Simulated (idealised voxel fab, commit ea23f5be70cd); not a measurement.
voxel trench capacitor: a process module
It is cross-section cut that appears here, measuring 285 nm in width, its square cells being 5 nm in size.
Cross-section layout: square cells on a grid; listed as bands, top to bottom; a band spans one or more cell rows.
Quick guide to a band line: top height, bottom height (nm) up front; then every material left to right with its width in nm. Only one material and it's marked "full width"? Then it fills the band edge to edge. And "blank" just means empty space.
We count height from 0. Below that, the starting wafer is all one material. The lowest band never ends at the bottom but goes on down; see "0 -> down" for how that is written.
Width spec "30 to 40" -> top row of cells at first value, bottom row at second value, equal per-row change in between.
For the purposes of this document, the phrase "identical to before" attached to a step denotes that no cell within the cross-section was modified by that step.
The entry titled "Sealed void listing" provides the empty spaces that have no open way to the top, restricted to those of 8 cells or more. Each is presented as width x height at distance, the distance being measured from the left edge, with all three in nm.
If you see something after the settings on a step's line, that's the simulator's own remark about that step.
"overlay nm", when on a step's line for a step with a mask, measures how far to the right of its planned place the mask lay; a negative measure means to the left.
How should the pairs below be read? Each gives the cross-section before one process step and the cross-section after it, the latter drawn only to the lowest band that changed; the step that lies between them, with its settings, appears under the pair. Does a pair pick up where the pair above left off? Only where its entry headed "Pre-process state" says so, since pairs can come from different runs of this module on the same starting wafer.

### Pre-process state
* 0 -> down | Si full width
* Sealed void listing: none

### Step Result
* 10 -> 0 | SiN full width
* Below a height of 0, the structure has not been altered.
* Sealed void listing: none
Connecting step for the cross-sections above: CONFORMAL_DEP, material SiN, thk nm 10

Pre-process state: cross-section not repeated; it is the one shown after the step in the pair just above.

### Step Result
* 20 -> 10 | aC full width
* Below a height of 10, the structure has not been altered.
* Sealed void listing: none
Connecting step for the cross-sections above: DIRECTIONAL_DEP, material aC, thk nm 10

Pre-process state: cross-section not repeated; it is the one shown after the step in the pair just above.

### Step Result
* 50 -> 20 | 105 of resist, then 25 of blank, then 25 of resist, then 25 of blank, then 105 of resist
* Below a height of 20, the structure has not been altered.
* Sealed void listing: none
Connecting step for the cross-sections above: PATTERN, tone open, mask id TRENCH, material resist, width nm 25, pitch nm 50, thk nm 30, overlay nm 0

Pre-process state: cross-section not repeated; it is the one shown after the step in the pair just above.

### Step Result
* 40 -> 20 | 105 of resist, then 25 of blank, then 25 of resist, then 25 of blank, then 105 of resist
* 20 -> 10 | 105 of aC, then 25 of blank, then 25 of aC, then 25 of blank, then 105 of aC
* Below a height of 10, the structure has not been altered.
* Sealed void listing: none
Connecting step for the cross-sections above: DIRECTIONAL_ETCH, etch materials aC, depth nm 10

Pre-process state: cross-section not repeated; it is the one shown after the step in the pair just above.

### Step Result
* 20 -> 10 | 105 of aC, then 25 of blank, then 25 of aC, then 25 of blank, then 105 of aC
* Below a height of 10, the structure has not been altered.
* Sealed void listing: none
Connecting step for the cross-sections above: STRIP, etch materials resist

Pre-process state: cross-section not repeated; it is the one shown after the step in the pair just above.

### Step Result
* 20 -> 10 | 105 of aC, then 25 of blank, then 25 of aC, then 25 of blank, then 105 of aC
* 10 -> 0 | 105 of SiN, then 25 of blank, then 25 of SiN, then 25 of blank, then 105 of SiN
* Below a height of 0, the structure has not been altered.
* Sealed void listing: none
Connecting step for the cross-sections above: DIRECTIONAL_ETCH, etch materials SiN, depth nm 10

Pre-process state: cross-section not repeated; it is the one shown after the step in the pair just above.

### Step Result
* 20 -> 10 | 105 of aC, then 25 of blank, then 25 of aC, then 25 of blank, then 105 of aC
* 10 -> 0 | 105 of SiN, then 25 of blank, then 25 of SiN, then 25 of blank, then 105 of SiN
* 0 -> -30 | 105 of Si, then 25 of blank, then 25 of Si, then 25 of blank, then 105 of Si
* Below a height of -30, the structure has not been altered.
* Sealed void listing: none
Connecting step for the cross-sections above: DIRECTIONAL_ETCH, etch materials Si, depth nm 30

Pre-process state: cross-section not repeated; it is the one shown after the step in the pair just above.

### Step Result
* 10 -> 0 | 105 of SiN, then 25 of blank, then 25 of SiN, then 25 of blank, then 105 of SiN
* Below a height of 0, the structure has not been altered.
* Sealed void listing: none
Connecting step for the cross-sections above: STRIP, etch materials aC

Pre-process state: cross-section not repeated; it is the one shown after the step in the pair just above.

### Step Result
* 15 -> 10 | 110 of SiO2, then 15 of blank, then 35 of SiO2, then 15 of blank, then 110 of SiO2
* 10 -> 0 | 105 of SiN, then 5 of SiO2, then 15 of blank, then 5 of SiO2, then 25 of SiN, then 5 of SiO2, then 15 of blank, then 5 of SiO2, then 105 of SiN
* 0 -> -25 | 105 of Si, then 5 of SiO2, then 15 of blank, then 5 of SiO2, then 25 of Si, then 5 of SiO2, then 15 of blank, then 5 of SiO2, then 105 of Si
* -25 -> -30 | 105 of Si, then 25 of SiO2, then 25 of Si, then 25 of SiO2, then 105 of Si
* Below a height of -30, the structure has not been altered.
* Sealed void listing: none
Connecting step for the cross-sections above: CONFORMAL_DEP, material SiO2, thk nm 5

Pre-process state: cross-section not repeated; it is the one shown after the step in the pair just above.

### Step Result
* 25 -> 15 | polySi full width
* 15 -> 10 | 110 of SiO2, then 15 of polySi, then 35 of SiO2, then 15 of polySi, then 110 of SiO2
* 10 -> 0 | 105 of SiN, then 5 of SiO2, then 15 of polySi, then 5 of SiO2, then 25 of SiN, then 5 of SiO2, then 15 of polySi, then 5 of SiO2, then 105 of SiN
* 0 -> -25 | 105 of Si, then 5 of SiO2, then 15 of polySi, then 5 of SiO2, then 25 of Si, then 5 of SiO2, then 15 of polySi, then 5 of SiO2, then 105 of Si
* Below a height of -25, the structure has not been altered.
* Sealed void listing: none
Connecting step for the cross-sections above: FILL_DEP, material polySi, thk nm 10

Pre-process state: cross-section not repeated; it is the one shown after the step in the pair just above.

### Step Result
* 10 -> 0 | 105 of SiN, then 5 of SiO2, then 15 of polySi, then 5 of SiO2, then 25 of SiN, then 5 of SiO2, then 15 of polySi, then 5 of SiO2, then 105 of SiN
* Below a height of 0, the structure has not been altered.
* Sealed void listing: none
Connecting step for the cross-sections above: CMP, height nm 10

### Pre-process state
* 20 -> 10 | 105 of aC, then 25 of blank, then 25 of aC, then 25 of blank, then 105 of aC
* 10 -> 0 | 105 of SiN, then 25 of blank, then 25 of SiN, then 25 of blank, then 105 of SiN
* 0 -> -30 | 105 of Si, then 25 of blank, then 25 of Si, then 25 of blank, then 105 of Si
* -30 -> down | Si full width
* Sealed void listing: none

### Step Result
* 20 -> 10 | 105 of aC, then 25 of blank, then 25 of aC, then 25 of blank, then 105 of aC
* 10 -> 0 | 105 of SiN, then 25 of blank, then 25 of SiN, then 25 of blank, then 105 of SiN
* 0 -> -60 | 105 of Si, then 25 of blank, then 25 of Si, then 25 of blank, then 105 of Si
* Below a height of -60, the structure has not been altered.
* Sealed void listing: none
Connecting step for the cross-sections above: DIRECTIONAL_ETCH, etch materials Si, depth nm 30

Pre-process state: cross-section not repeated; it is the one shown after the step in the pair just above.

### Step Result
* 10 -> 0 | 105 of SiN, then 25 of blank, then 25 of SiN, then 25 of blank, then 105 of SiN
* Below a height of 0, the structure has not been altered.
* Sealed void listing: none
Connecting step for the cross-sections above: STRIP, etch materials aC

Pre-process state: cross-section not repeated; it is the one shown after the step in the pair just above.

### Step Result
* 15 -> 10 | 110 of SiO2, then 15 of blank, then 35 of SiO2, then 15 of blank, then 110 of SiO2
* 10 -> 0 | 105 of SiN, then 5 of SiO2, then 15 of blank, then 5 of SiO2, then 25 of SiN, then 5 of SiO2, then 15 of blank, then 5 of SiO2, then 105 of SiN
* 0 -> -55 | 105 of Si, then 5 of SiO2, then 15 of blank, then 5 of SiO2, then 25 of Si, then 5 of SiO2, then 15 of blank, then 5 of SiO2, then 105 of Si
* -55 -> -60 | 105 of Si, then 25 of SiO2, then 25 of Si, then 25 of SiO2, then 105 of Si
* Below a height of -60, the structure has not been altered.
* Sealed void listing: none
Connecting step for the cross-sections above: CONFORMAL_DEP, material SiO2, thk nm 5

Pre-process state: cross-section not repeated; it is the one shown after the step in the pair just above.

### Step Result
* 25 -> 15 | polySi full width
* 15 -> 10 | 110 of SiO2, then 15 of polySi, then 35 of SiO2, then 15 of polySi, then 110 of SiO2
* 10 -> 0 | 105 of SiN, then 5 of SiO2, then 15 of polySi, then 5 of SiO2, then 25 of SiN, then 5 of SiO2, then 15 of polySi, then 5 of SiO2, then 105 of SiN
* 0 -> -55 | 105 of Si, then 5 of SiO2, then 15 of polySi, then 5 of SiO2, then 25 of Si, then 5 of SiO2, then 15 of polySi, then 5 of SiO2, then 105 of Si
* Below a height of -55, the structure has not been altered.
* Sealed void listing: none
Connecting step for the cross-sections above: FILL_DEP, material polySi, thk nm 10

Pre-process state: cross-section not repeated; it is the one shown after the step in the pair just above.

### Step Result
* 10 -> 0 | 105 of SiN, then 5 of SiO2, then 15 of polySi, then 5 of SiO2, then 25 of SiN, then 5 of SiO2, then 15 of polySi, then 5 of SiO2, then 105 of SiN
* Below a height of 0, the structure has not been altered.
* Sealed void listing: none
Connecting step for the cross-sections above: CMP, height nm 10

### Pre-process state
* 20 -> 10 | 105 of aC, then 25 of blank, then 25 of aC, then 25 of blank, then 105 of aC
* 10 -> 0 | 105 of SiN, then 25 of blank, then 25 of SiN, then 25 of blank, then 105 of SiN
* 0 -> -30 | 105 of Si, then 25 of blank, then 25 of Si, then 25 of blank, then 105 of Si
* -30 -> down | Si full width
* Sealed void listing: none

### Step Result
* 25 -> 20 | 110 of SiO2, then 15 of blank, then 35 of SiO2, then 15 of blank, then 110 of SiO2
* 20 -> 10 | 105 of aC, then 5 of SiO2, then 15 of blank, then 5 of SiO2, then 25 of aC, then 5 of SiO2, then 15 of blank, then 5 of SiO2, then 105 of aC
* 10 -> 0 | 105 of SiN, then 5 of SiO2, then 15 of blank, then 5 of SiO2, then 25 of SiN, then 5 of SiO2, then 15 of blank, then 5 of SiO2, then 105 of SiN
* 0 -> -25 | 105 of Si, then 5 of SiO2, then 15 of blank, then 5 of SiO2, then 25 of Si, then 5 of SiO2, then 15 of blank, then 5 of SiO2, then 105 of Si
* -25 -> -30 | 105 of Si, then 25 of SiO2, then 25 of Si, then 25 of SiO2, then 105 of Si
* Below a height of -30, the structure has not been altered.
* Sealed void listing: none
Connecting step for the cross-sections above: CONFORMAL_DEP, material SiO2, thk nm 5

Pre-process state: cross-section not repeated; it is the one shown after the step in the pair just above.

### Step Result
* 35 -> 25 | polySi full width
* 25 -> 20 | 110 of SiO2, then 15 of polySi, then 35 of SiO2, then 15 of polySi, then 110 of SiO2
* 20 -> 10 | 105 of aC, then 5 of SiO2, then 15 of polySi, then 5 of SiO2, then 25 of aC, then 5 of SiO2, then 15 of polySi, then 5 of SiO2, then 105 of aC
* 10 -> 0 | 105 of SiN, then 5 of SiO2, then 15 of polySi, then 5 of SiO2, then 25 of SiN, then 5 of SiO2, then 15 of polySi, then 5 of SiO2, then 105 of SiN
* 0 -> -25 | 105 of Si, then 5 of SiO2, then 15 of polySi, then 5 of SiO2, then 25 of Si, then 5 of SiO2, then 15 of polySi, then 5 of SiO2, then 105 of Si
* Below a height of -25, the structure has not been altered.
* Sealed void listing: none
Connecting step for the cross-sections above: FILL_DEP, material polySi, thk nm 10

Pre-process state: cross-section not repeated; it is the one shown after the step in the pair just above.

### Step Result
* 10 -> 0 | 105 of SiN, then 5 of SiO2, then 15 of polySi, then 5 of SiO2, then 25 of SiN, then 5 of SiO2, then 15 of polySi, then 5 of SiO2, then 105 of SiN
* Below a height of 0, the structure has not been altered.
* Sealed void listing: none
Connecting step for the cross-sections above: CMP, height nm 10

### Pre-process state
* 25 -> 15 | polySi full width
* 15 -> 10 | 110 of SiO2, then 15 of polySi, then 35 of SiO2, then 15 of polySi, then 110 of SiO2
* 10 -> 0 | 105 of SiN, then 5 of SiO2, then 15 of polySi, then 5 of SiO2, then 25 of SiN, then 5 of SiO2, then 15 of polySi, then 5 of SiO2, then 105 of SiN
* 0 -> -25 | 105 of Si, then 5 of SiO2, then 15 of polySi, then 5 of SiO2, then 25 of Si, then 5 of SiO2, then 15 of polySi, then 5 of SiO2, then 105 of Si
* -25 -> -30 | 105 of Si, then 25 of SiO2, then 25 of Si, then 25 of SiO2, then 105 of Si
* -30 -> down | Si full width
* Sealed void listing: none

### Step Result
* 15 -> 10 | 110 of SiO2, then 15 of polySi, then 35 of SiO2, then 15 of polySi, then 110 of SiO2
* Below a height of 10, the structure has not been altered.
* Sealed void listing: none
Connecting step for the cross-sections above: CMP, height nm 15

### Pre-process state
* 20 -> 10 | aC full width
* 10 -> 0 | SiN full width
* 0 -> down | Si full width
* Sealed void listing: none

### Step Result
* 50 -> 20 | 105 of resist, then 30 of blank, then 20 of resist, then 30 of blank, then 100 of resist
* Below a height of 20, the structure has not been altered.
* Sealed void listing: none
Connecting step for the cross-sections above: PATTERN, tone open, mask id TRENCH, material resist, width nm 30, pitch nm 50, thk nm 30, overlay nm 0

Pre-process state: cross-section not repeated; it is the one shown after the step in the pair just above.

### Step Result
* 40 -> 20 | 105 of resist, then 30 of blank, then 20 of resist, then 30 of blank, then 100 of resist
* 20 -> 10 | 105 of aC, then 30 of blank, then 20 of aC, then 30 of blank, then 100 of aC
* Below a height of 10, the structure has not been altered.
* Sealed void listing: none
Connecting step for the cross-sections above: DIRECTIONAL_ETCH, etch materials aC, depth nm 10

Pre-process state: cross-section not repeated; it is the one shown after the step in the pair just above.

### Step Result
* 20 -> 10 | 105 of aC, then 30 of blank, then 20 of aC, then 30 of blank, then 100 of aC
* Below a height of 10, the structure has not been altered.
* Sealed void listing: none
Connecting step for the cross-sections above: STRIP, etch materials resist

Pre-process state: cross-section not repeated; it is the one shown after the step in the pair just above.

### Step Result
* 20 -> 10 | 105 of aC, then 30 of blank, then 20 of aC, then 30 of blank, then 100 of aC
* 10 -> 0 | 105 of SiN, then 30 of blank, then 20 of SiN, then 30 of blank, then 100 of SiN
* Below a height of 0, the structure has not been altered.
* Sealed void listing: none
Connecting step for the cross-sections above: DIRECTIONAL_ETCH, etch materials SiN, depth nm 10

Pre-process state: cross-section not repeated; it is the one shown after the step in the pair just above.

### Step Result
* 20 -> 10 | 105 of aC, then 30 of blank, then 20 of aC, then 30 of blank, then 100 of aC
* 10 -> 0 | 105 of SiN, then 30 of blank, then 20 of SiN, then 30 of blank, then 100 of SiN
* 0 -> -30 | 105 of Si, then 30 of blank, then 20 of Si, then 30 of blank, then 100 of Si
* Below a height of -30, the structure has not been altered.
* Sealed void listing: none
Connecting step for the cross-sections above: DIRECTIONAL_ETCH, etch materials Si, depth nm 30

Pre-process state: cross-section not repeated; it is the one shown after the step in the pair just above.

### Step Result
* 10 -> 0 | 105 of SiN, then 30 of blank, then 20 of SiN, then 30 of blank, then 100 of SiN
* Below a height of 0, the structure has not been altered.
* Sealed void listing: none
Connecting step for the cross-sections above: STRIP, etch materials aC

Pre-process state: cross-section not repeated; it is the one shown after the step in the pair just above.

### Step Result
* 15 -> 10 | 110 of SiO2, then 20 of blank, then 30 of SiO2, then 20 of blank, then 105 of SiO2
* 10 -> 0 | 105 of SiN, then 5 of SiO2, then 20 of blank, then 5 of SiO2, then 20 of SiN, then 5 of SiO2, then 20 of blank, then 5 of SiO2, then 100 of SiN
* 0 -> -25 | 105 of Si, then 5 of SiO2, then 20 of blank, then 5 of SiO2, then 20 of Si, then 5 of SiO2, then 20 of blank, then 5 of SiO2, then 100 of Si
* -25 -> -30 | 105 of Si, then 30 of SiO2, then 20 of Si, then 30 of SiO2, then 100 of Si
* Below a height of -30, the structure has not been altered.
* Sealed void listing: none
Connecting step for the cross-sections above: CONFORMAL_DEP, material SiO2, thk nm 5

Pre-process state: cross-section not repeated; it is the one shown after the step in the pair just above.

### Step Result
* 25 -> 15 | polySi full width
* 15 -> 10 | 110 of SiO2, then 20 of polySi, then 30 of SiO2, then 20 of polySi, then 105 of SiO2
* 10 -> 0 | 105 of SiN, then 5 of SiO2, then 20 of polySi, then 5 of SiO2, then 20 of SiN, then 5 of SiO2, then 20 of polySi, then 5 of SiO2, then 100 of SiN
* 0 -> -25 | 105 of Si, then 5 of SiO2, then 20 of polySi, then 5 of SiO2, then 20 of Si, then 5 of SiO2, then 20 of polySi, then 5 of SiO2, then 100 of Si
* Below a height of -25, the structure has not been altered.
* Sealed void listing: none
Connecting step for the cross-sections above: FILL_DEP, material polySi, thk nm 10

Pre-process state: cross-section not repeated; it is the one shown after the step in the pair just above.

### Step Result
* 10 -> 0 | 105 of SiN, then 5 of SiO2, then 20 of polySi, then 5 of SiO2, then 20 of SiN, then 5 of SiO2, then 20 of polySi, then 5 of SiO2, then 100 of SiN
* Below a height of 0, the structure has not been altered.
* Sealed void listing: none
Connecting step for the cross-sections above: CMP, height nm 10

### Pre-process state
* 20 -> 10 | aC full width
* 10 -> 0 | SiN full width
* 0 -> down | Si full width
* Sealed void listing: none

### Step Result
* 50 -> 20 | 110 of resist, then 25 of blank, then 25 of resist, then 25 of blank, then 100 of resist
* Below a height of 20, the structure has not been altered.
* Sealed void listing: none
Connecting step for the cross-sections above: PATTERN, tone open, mask id TRENCH, material resist, width nm 25, pitch nm 50, thk nm 30, overlay nm 5

Pre-process state: cross-section not repeated; it is the one shown after the step in the pair just above.

### Step Result
* 40 -> 20 | 110 of resist, then 25 of blank, then 25 of resist, then 25 of blank, then 100 of resist
* 20 -> 10 | 110 of aC, then 25 of blank, then 25 of aC, then 25 of blank, then 100 of aC
* Below a height of 10, the structure has not been altered.
* Sealed void listing: none
Connecting step for the cross-sections above: DIRECTIONAL_ETCH, etch materials aC, depth nm 10

Pre-process state: cross-section not repeated; it is the one shown after the step in the pair just above.

### Step Result
* 20 -> 10 | 110 of aC, then 25 of blank, then 25 of aC, then 25 of blank, then 100 of aC
* Below a height of 10, the structure has not been altered.
* Sealed void listing: none
Connecting step for the cross-sections above: STRIP, etch materials resist

Pre-process state: cross-section not repeated; it is the one shown after the step in the pair just above.

### Step Result
* 20 -> 10 | 110 of aC, then 25 of blank, then 25 of aC, then 25 of blank, then 100 of aC
* 10 -> 0 | 110 of SiN, then 25 of blank, then 25 of SiN, then 25 of blank, then 100 of SiN
* Below a height of 0, the structure has not been altered.
* Sealed void listing: none
Connecting step for the cross-sections above: DIRECTIONAL_ETCH, etch materials SiN, depth nm 10

Pre-process state: cross-section not repeated; it is the one shown after the step in the pair just above.

### Step Result
* 20 -> 10 | 110 of aC, then 25 of blank, then 25 of aC, then 25 of blank, then 100 of aC
* 10 -> 0 | 110 of SiN, then 25 of blank, then 25 of SiN, then 25 of blank, then 100 of SiN
* 0 -> -30 | 110 of Si, then 25 of blank, then 25 of Si, then 25 of blank, then 100 of Si
* Below a height of -30, the structure has not been altered.
* Sealed void listing: none
Connecting step for the cross-sections above: DIRECTIONAL_ETCH, etch materials Si, depth nm 30

Pre-process state: cross-section not repeated; it is the one shown after the step in the pair just above.

### Step Result
* 10 -> 0 | 110 of SiN, then 25 of blank, then 25 of SiN, then 25 of blank, then 100 of SiN
* Below a height of 0, the structure has not been altered.
* Sealed void listing: none
Connecting step for the cross-sections above: STRIP, etch materials aC

Pre-process state: cross-section not repeated; it is the one shown after the step in the pair just above.

### Step Result
* 15 -> 10 | 115 of SiO2, then 15 of blank, then 35 of SiO2, then 15 of blank, then 105 of SiO2
* 10 -> 0 | 110 of SiN, then 5 of SiO2, then 15 of blank, then 5 of SiO2, then 25 of SiN, then 5 of SiO2, then 15 of blank, then 5 of SiO2, then 100 of SiN
* 0 -> -25 | 110 of Si, then 5 of SiO2, then 15 of blank, then 5 of SiO2, then 25 of Si, then 5 of SiO2, then 15 of blank, then 5 of SiO2, then 100 of Si
* -25 -> -30 | 110 of Si, then 25 of SiO2, then 25 of Si, then 25 of SiO2, then 100 of Si
* Below a height of -30, the structure has not been altered.
* Sealed void listing: none
Connecting step for the cross-sections above: CONFORMAL_DEP, material SiO2, thk nm 5

Pre-process state: cross-section not repeated; it is the one shown after the step in the pair just above.

### Step Result
* 25 -> 15 | polySi full width
* 15 -> 10 | 115 of SiO2, then 15 of polySi, then 35 of SiO2, then 15 of polySi, then 105 of SiO2
* 10 -> 0 | 110 of SiN, then 5 of SiO2, then 15 of polySi, then 5 of SiO2, then 25 of SiN, then 5 of SiO2, then 15 of polySi, then 5 of SiO2, then 100 of SiN
* 0 -> -25 | 110 of Si, then 5 of SiO2, then 15 of polySi, then 5 of SiO2, then 25 of Si, then 5 of SiO2, then 15 of polySi, then 5 of SiO2, then 100 of Si
* Below a height of -25, the structure has not been altered.
* Sealed void listing: none
Connecting step for the cross-sections above: FILL_DEP, material polySi, thk nm 10

Pre-process state: cross-section not repeated; it is the one shown after the step in the pair just above.

### Step Result
* 10 -> 0 | 110 of SiN, then 5 of SiO2, then 15 of polySi, then 5 of SiO2, then 25 of SiN, then 5 of SiO2, then 15 of polySi, then 5 of SiO2, then 100 of SiN
* Below a height of 0, the structure has not been altered.
* Sealed void listing: none
Connecting step for the cross-sections above: CMP, height nm 10

### Pre-process state
* 0 -> down | Si full width
* Sealed void listing: none

### Step Result
* 10 -> 0 | SiO2 full width
* Below a height of 0, the structure has not been altered.
* Sealed void listing: none
Connecting step for the cross-sections above: CONFORMAL_DEP, material SiO2, thk nm 10

Pre-process state: cross-section not repeated; it is the one shown after the step in the pair just above.

### Step Result
* 20 -> 10 | aC full width
* Below a height of 10, the structure has not been altered.
* Sealed void listing: none
Connecting step for the cross-sections above: DIRECTIONAL_DEP, material aC, thk nm 10

Pre-process state: cross-section not repeated; it is the one shown after the step in the pair just above.

### Step Result
* 50 -> 20 | 105 of resist, then 25 of blank, then 25 of resist, then 25 of blank, then 105 of resist
* Below a height of 20, the structure has not been altered.
* Sealed void listing: none
Connecting step for the cross-sections above: PATTERN, tone open, mask id TRENCH, material resist, width nm 25, pitch nm 50, thk nm 30, overlay nm 0

Pre-process state: cross-section not repeated; it is the one shown after the step in the pair just above.

### Step Result
* 40 -> 20 | 105 of resist, then 25 of blank, then 25 of resist, then 25 of blank, then 105 of resist
* 20 -> 10 | 105 of aC, then 25 of blank, then 25 of aC, then 25 of blank, then 105 of aC
* Below a height of 10, the structure has not been altered.
* Sealed void listing: none
Connecting step for the cross-sections above: DIRECTIONAL_ETCH, etch materials aC, depth nm 10

Pre-process state: cross-section not repeated; it is the one shown after the step in the pair just above.

### Step Result
* 20 -> 10 | 105 of aC, then 25 of blank, then 25 of aC, then 25 of blank, then 105 of aC
* Below a height of 10, the structure has not been altered.
* Sealed void listing: none
Connecting step for the cross-sections above: STRIP, etch materials resist

Pre-process state: cross-section not repeated; it is the one shown after the step in the pair just above.

### Step Result
* 10 -> 0 | SiO2 full width
* Below a height of 0, the structure has not been altered.
* Sealed void listing: none
Connecting step for the cross-sections above: STRIP, etch materials aC

Pre-process state: cross-section not repeated; it is the one shown after the step in the pair just above.

### Step Result
* 15 -> 0 | SiO2 full width
* Below a height of 0, the structure has not been altered.
* Sealed void listing: none
Connecting step for the cross-sections above: CONFORMAL_DEP, material SiO2, thk nm 5

Pre-process state: cross-section not repeated; it is the one shown after the step in the pair just above.

### Step Result
* 25 -> 15 | polySi full width
* Below a height of 15, the structure has not been altered.
* Sealed void listing: none
Connecting step for the cross-sections above: FILL_DEP, material polySi, thk nm 10

Pre-process state: cross-section not repeated; it is the one shown after the step in the pair just above.

### Step Result
* 10 -> 0 | SiO2 full width
* Below a height of 0, the structure has not been altered.
* Sealed void listing: none
Connecting step for the cross-sections above: CMP, height nm 10

### Pre-process state
* 20 -> 10 | aC full width
* 10 -> 0 | SiN full width
* 0 -> down | Si full width
* Sealed void listing: none

### Step Result
* 50 -> 20 | 105 of blank, then 25 of resist, then 25 of blank, then 25 of resist, then 105 of blank
* Below a height of 20, the structure has not been altered.
* Sealed void listing: none
Connecting step for the cross-sections above: PATTERN, tone cover, mask id TRENCH, material resist, width nm 25, pitch nm 50, thk nm 30, overlay nm 0

Pre-process state: cross-section not repeated; it is the one shown after the step in the pair just above.

### Step Result
* 40 -> 20 | 105 of blank, then 25 of resist, then 25 of blank, then 25 of resist, then 105 of blank
* 20 -> 10 | 105 of blank, then 25 of aC, then 25 of blank, then 25 of aC, then 105 of blank
* Below a height of 10, the structure has not been altered.
* Sealed void listing: none
Connecting step for the cross-sections above: DIRECTIONAL_ETCH, etch materials aC, depth nm 10

Pre-process state: cross-section not repeated; it is the one shown after the step in the pair just above.

### Step Result
* 20 -> 10 | 105 of blank, then 25 of aC, then 25 of blank, then 25 of aC, then 105 of blank
* Below a height of 10, the structure has not been altered.
* Sealed void listing: none
Connecting step for the cross-sections above: STRIP, etch materials resist

Pre-process state: cross-section not repeated; it is the one shown after the step in the pair just above.

### Step Result
* 20 -> 10 | 105 of blank, then 25 of aC, then 25 of blank, then 25 of aC, then 105 of blank
* 10 -> 0 | 105 of blank, then 25 of SiN, then 25 of blank, then 25 of SiN, then 105 of blank
* Below a height of 0, the structure has not been altered.
* Sealed void listing: none
Connecting step for the cross-sections above: DIRECTIONAL_ETCH, etch materials SiN, depth nm 10

Pre-process state: cross-section not repeated; it is the one shown after the step in the pair just above.

### Step Result
* 20 -> 10 | 105 of blank, then 25 of aC, then 25 of blank, then 25 of aC, then 105 of blank
* 10 -> 0 | 105 of blank, then 25 of SiN, then 25 of blank, then 25 of SiN, then 105 of blank
* 0 -> -30 | 105 of blank, then 25 of Si, then 25 of blank, then 25 of Si, then 105 of blank
* Below a height of -30, the structure has not been altered.
* Sealed void listing: none
Connecting step for the cross-sections above: DIRECTIONAL_ETCH, etch materials Si, depth nm 30

Pre-process state: cross-section not repeated; it is the one shown after the step in the pair just above.

### Step Result
* 10 -> 0 | 105 of blank, then 25 of SiN, then 25 of blank, then 25 of SiN, then 105 of blank
* Below a height of 0, the structure has not been altered.
* Sealed void listing: none
Connecting step for the cross-sections above: STRIP, etch materials aC

Pre-process state: cross-section not repeated; it is the one shown after the step in the pair just above.

### Step Result
* 15 -> 10 | 100 of blank, then 35 of SiO2, then 15 of blank, then 35 of SiO2, then 100 of blank
* 10 -> 0 | 100 of blank, then 5 of SiO2, then 25 of SiN, then 5 of SiO2, then 15 of blank, then 5 of SiO2, then 25 of SiN, then 5 of SiO2, then 100 of blank
* 0 -> -25 | 100 of blank, then 5 of SiO2, then 25 of Si, then 5 of SiO2, then 15 of blank, then 5 of SiO2, then 25 of Si, then 5 of SiO2, then 100 of blank
* -25 -> -30 | 105 of SiO2, then 25 of Si, then 25 of SiO2, then 25 of Si, then 105 of SiO2
* Below a height of -30, the structure has not been altered.
* Sealed void listing: none
Connecting step for the cross-sections above: CONFORMAL_DEP, material SiO2, thk nm 5

Pre-process state: cross-section not repeated; it is the one shown after the step in the pair just above.

### Step Result
* 25 -> 15 | polySi full width
* 15 -> 10 | 100 of polySi, then 35 of SiO2, then 15 of polySi, then 35 of SiO2, then 100 of polySi
* 10 -> 0 | 100 of polySi, then 5 of SiO2, then 25 of SiN, then 5 of SiO2, then 15 of polySi, then 5 of SiO2, then 25 of SiN, then 5 of SiO2, then 100 of polySi
* 0 -> -25 | 100 of polySi, then 5 of SiO2, then 25 of Si, then 5 of SiO2, then 15 of polySi, then 5 of SiO2, then 25 of Si, then 5 of SiO2, then 100 of polySi
* Below a height of -25, the structure has not been altered.
* Sealed void listing: none
Connecting step for the cross-sections above: FILL_DEP, material polySi, thk nm 10

Pre-process state: cross-section not repeated; it is the one shown after the step in the pair just above.

### Step Result
* 10 -> 0 | 100 of polySi, then 5 of SiO2, then 25 of SiN, then 5 of SiO2, then 15 of polySi, then 5 of SiO2, then 25 of SiN, then 5 of SiO2, then 100 of polySi
* Below a height of 0, the structure has not been altered.
* Sealed void listing: none
Connecting step for the cross-sections above: CMP, height nm 10
